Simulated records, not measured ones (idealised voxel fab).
Process module under the name voxel trench capacitor
Displayed cross-section: cut, width of 255 nm, square cells sized 5 nm.
We lay out every cross-section as a grid of square cells and spell it out in bands from the top down, where one band means one or more rows of cells. Band entry format. Leading values: height of top, height of bottom, nm. Remainder: materials in left-to-right order, each with its width in nm. Special words: "full width" on a single material, which then fills the band edge to edge; "air", empty space. Height 0 is the level under which the wafer as received is all one material. The lowest band goes on downwards, as in "0 -> down". Quick explanation for "30..40": the width changes in equal steps down the rows of cells, from the first number in the band's top row to the second number in its bottom row. Take "no modification" at face value: in the step it is given for, the cross-section changed in none of its cells. What "Enclosed void listing" gives you is every empty space of 8 cells or more that is cut off from the top. Each appears as width x height at distance, with the distance taken from the left edge and width, height and distance all in nm. Note: text after step settings on the step line = simulator remark on that step. The setting "overlay nm" may be written on the line of a step. When the step uses a mask, the value reports how far to the right of the planned place the mask lay, and a negative value reports that it lay to the left.
Process steps foreseen in the plan
1) RECEIVE | material Si
2) CONFORMAL_DEP | material SiN | thk nm 5
3) DIRECTIONAL_DEP | material aC | thk nm 15
4) PATTERN | tone open | mask id TRENCH | material resist | width nm 20 | pitch nm 45 | thk nm 30 | overlay nm 0
5) DIRECTIONAL_ETCH | etch materials aC | depth nm 15
6) STRIP | etch materials resist
7) DIRECTIONAL_ETCH | etch materials SiN | depth nm 5
8) DIRECTIONAL_ETCH | etch materials Si | depth nm 30
9) STRIP | etch materials aC
10) CONFORMAL_DEP | material Al2O3 | thk nm 5
11) FILL_DEP | material polySi | thk nm 5
12) CMP | height nm 5
First of two wafers, processed according to plan
as received, after step 1
> 0 -> down = Si full width
> Enclosed void listing: none
after step 2
> 5 -> 0 = SiN full width
> All layers under 0 are left as they were.
after step 3
> 20 -> 5 = aC full width
> All layers under 5 are left as they were.
after step 4
> 50 -> 20 = resist 95, air 20, resist 25, air 20, resist 95
> All layers under 20 are left as they were.
after step 5
> 35 -> 20 = resist 95, air 20, resist 25, air 20, resist 95
> 20 -> 5 = aC 95, air 20, aC 25, air 20, aC 95
> All layers under 5 are left as they were.
after step 6
> 20 -> 5 = aC 95, air 20, aC 25, air 20, aC 95
> All layers under 5 are left as they were.
after step 7
> 20 -> 5 = aC 95, air 20, aC 25, air 20, aC 95
> 5 -> 0 = SiN 95, air 20, SiN 25, air 20, SiN 95
> All layers under 0 are left as they were.
after step 8
> 20 -> 5 = aC 95, air 20, aC 25, air 20, aC 95
> 5 -> 0 = SiN 95, air 20, SiN 25, air 20, SiN 95
> 0 -> -30 = Si 95, air 20, Si 25, air 20, Si 95
> All layers under -30 are left as they were.
after step 9
> 5 -> 0 = SiN 95, air 20, SiN 25, air 20, SiN 95
> All layers under 0 are left as they were.
after step 10
> 10 -> 5 = Al2O3 100, air 10, Al2O3 35, air 10, Al2O3 100
> 5 -> 0 = SiN 95, Al2O3 5, air 10, Al2O3 5, SiN 25, Al2O3 5, air 10, Al2O3 5, SiN 95
> 0 -> -25 = Si 95, Al2O3 5, air 10, Al2O3 5, Si 25, Al2O3 5, air 10, Al2O3 5, Si 95
> -25 -> -30 = Si 95, Al2O3 20, Si 25, Al2O3 20, Si 95
> All layers under -30 are left as they were.
after step 11
> 15 -> 10 = polySi full width
> 10 -> 5 = Al2O3 100, polySi 10, Al2O3 35, polySi 10, Al2O3 100
> 5 -> 0 = SiN 95, Al2O3 5, polySi 10, Al2O3 5, SiN 25, Al2O3 5, polySi 10, Al2O3 5, SiN 95
> 0 -> -25 = Si 95, Al2O3 5, polySi 10, Al2O3 5, Si 25, Al2O3 5, polySi 10, Al2O3 5, Si 95
> All layers under -25 are left as they were.
after step 12
> 5 -> 0 = SiN 95, Al2O3 5, polySi 10, Al2O3 5, SiN 25, Al2O3 5, polySi 10, Al2O3 5, SiN 95
> All layers under 0 are left as they were.
Wafer two. Identical start, identical plan. One mistake in execution. Identical history through step 3
Second wafer, cut view, end of step 4 per plan
> 50 -> 20 = air 95, resist 20, air 25, resist 20, air 95
> All layers under 20 are left as they were.
Second wafer, cut view, end of step 5 per plan
> 35 -> 20 = air 95, resist 20, air 25, resist 20, air 95
> 20 -> 5 = air 95, aC 20, air 25, aC 20, air 95
> All layers under 5 are left as they were.
Second wafer, cut view, end of step 6 per plan
> 20 -> 5 = air 95, aC 20, air 25, aC 20, air 95
> All layers under 5 are left as they were.
Second wafer, cut view, end of step 7 per plan
> 20 -> 5 = air 95, aC 20, air 25, aC 20, air 95
> 5 -> 0 = air 95, SiN 20, air 25, SiN 20, air 95
> All layers under 0 are left as they were.
Second wafer, cut view, end of step 8 per plan
> 20 -> 5 = air 95, aC 20, air 25, aC 20, air 95
> 5 -> 0 = air 95, SiN 20, air 25, SiN 20, air 95
> 0 -> -30 = air 95, Si 20, air 25, Si 20, air 95
> All layers under -30 are left as they were.
Second wafer, cut view, end of step 9 per plan
> 5 -> 0 = air 95, SiN 20, air 25, SiN 20, air 95
> All layers under 0 are left as they were.
Second wafer, cut view, end of step 10 per plan
> 10 -> 5 = air 90, Al2O3 30, air 15, Al2O3 30, air 90
> 5 -> 0 = air 90, Al2O3 5, SiN 20, Al2O3 5, air 15, Al2O3 5, SiN 20, Al2O3 5, air 90
> 0 -> -25 = air 90, Al2O3 5, Si 20, Al2O3 5, air 15, Al2O3 5, Si 20, Al2O3 5, air 90
> -25 -> -30 = Al2O3 95, Si 20, Al2O3 25, Si 20, Al2O3 95
> All layers under -30 are left as they were.
Second wafer, cut view, end of step 11 per plan
> 15 -> 10 = polySi full width
> 10 -> 5 = polySi 90, Al2O3 30, polySi 15, Al2O3 30, polySi 90
> 5 -> 0 = polySi 90, Al2O3 5, SiN 20, Al2O3 5, polySi 15, Al2O3 5, SiN 20, Al2O3 5, polySi 90
> 0 -> -25 = polySi 90, Al2O3 5, Si 20, Al2O3 5, polySi 15, Al2O3 5, Si 20, Al2O3 5, polySi 90
> All layers under -25 are left as they were.
Second wafer, cut view, end of step 12 per plan
> 5 -> 0 = polySi 90, Al2O3 5, SiN 20, Al2O3 5, polySi 15, Al2O3 5, SiN 20, Al2O3 5, polySi 90
> All layers under 0 are left as they were.
Error vs. plan: step 4 was run on a setting that differed from the plan, and what really ran there is PATTERN | tone cover | mask id TRENCH | material resist | width nm 20 | pitch nm 45 | thk nm 30 | overlay nm 0
Materials where the second wafer ends with more or fewer cells than the first: 35 more of Al2O3 | 210 fewer of Si | 35 fewer of SiN | 210 more of polySi
